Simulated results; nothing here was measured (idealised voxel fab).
The name of this process module is voxel fin reveal.
Cross-section cut: width 160 nm, square cells of 5 nm.
Cross-section format: a grid of square cells, given as bands from top to bottom; each band is one or more rows of cells. Per band: top height and bottom height in nm, followed by the left-to-right materials and their widths in nm; "full width" marks a single material spanning edge to edge, "blank" marks empty space. Height datum 0, below which the as-received substrate wafer is one material. Lowest band open at the bottom, running downward: "z 0 and below". The expression "30..40" gives the width at the extremes of the band, the first number at its top row of cells and the second at its bottom row, with the width changing by equal amounts from each row to the next in between. The cross-section has no changed cell in any step marked "nothing changed". The entry titled "Voids, enclosed" provides the empty spaces that have no open way to the top, restricted to those of 8 cells or more. Each is presented as width x height at distance, the distance being measured from the left edge, with all three in nm. That trailing text on a step's line, after the settings, is the simulator's own remark on the step. When a step includes a mask, the "overlay nm" setting on its line states how far to the right of its planned place that mask lay, and negative values state how far to the left.
# Steps planned for the process
- 1: RECEIVE, material Si
- 2: CONFORMAL_DEP, material SiN, thk nm 5
- 3: PATTERN, tone cover, mask id FINS, material resist, width nm 15, pitch nm 35, thk nm 20, overlay nm 0
- 4: DIRECTIONAL_ETCH, etch materials SiN, depth nm 5
- 5: DIRECTIONAL_ETCH, etch materials Si, depth nm 40
- 6: STRIP, etch materials resist
- 7: FILL_DEP, material SiO2, thk nm 15
- 8: CMP, height nm 5
- 9: SELECTIVE_ETCH, etch materials SiO2, depth nm 35
- 10: STRIP, etch materials SiN
# Cross-section, incoming material, after step 1
z 0 and below = Si full width
Voids, enclosed: none
# End-of-module XS, first of two wafers, run as planned
z 0 to -30 = blank 35 nm / Si 15 nm / blank 20 nm / Si 15 nm / blank 20 nm / Si 15 nm / blank 40 nm
z -30 to -40 = SiO2 35 nm / Si 15 nm / SiO2 20 nm / Si 15 nm / SiO2 20 nm / Si 15 nm / SiO2 40 nm
z -40 and below = Si full width
Voids, enclosed: none
# Cross-sectional image of the second wafer of the two following completion of the module. Starting state and process plan were the same as for the first wafer; one execution error occurred
z 5 to 0 = blank 35 nm / SiN 15 nm / blank 20 nm / SiN 15 nm / blank 20 nm / SiN 15 nm / blank 40 nm
z 0 to -40 = blank 35 nm / Si 15 nm / blank 20 nm / Si 15 nm / blank 20 nm / Si 15 nm / blank 40 nm
z -40 and below = Si full width
Voids, enclosed: none
What broke from the plan during processing? in deviation from the planned setting, step 10 was conducted as STRIP, etch materials SiO2
Wafer comparison, final, in cells, second relative to first, materials more or fewer: SiN +9 | SiO2 -46
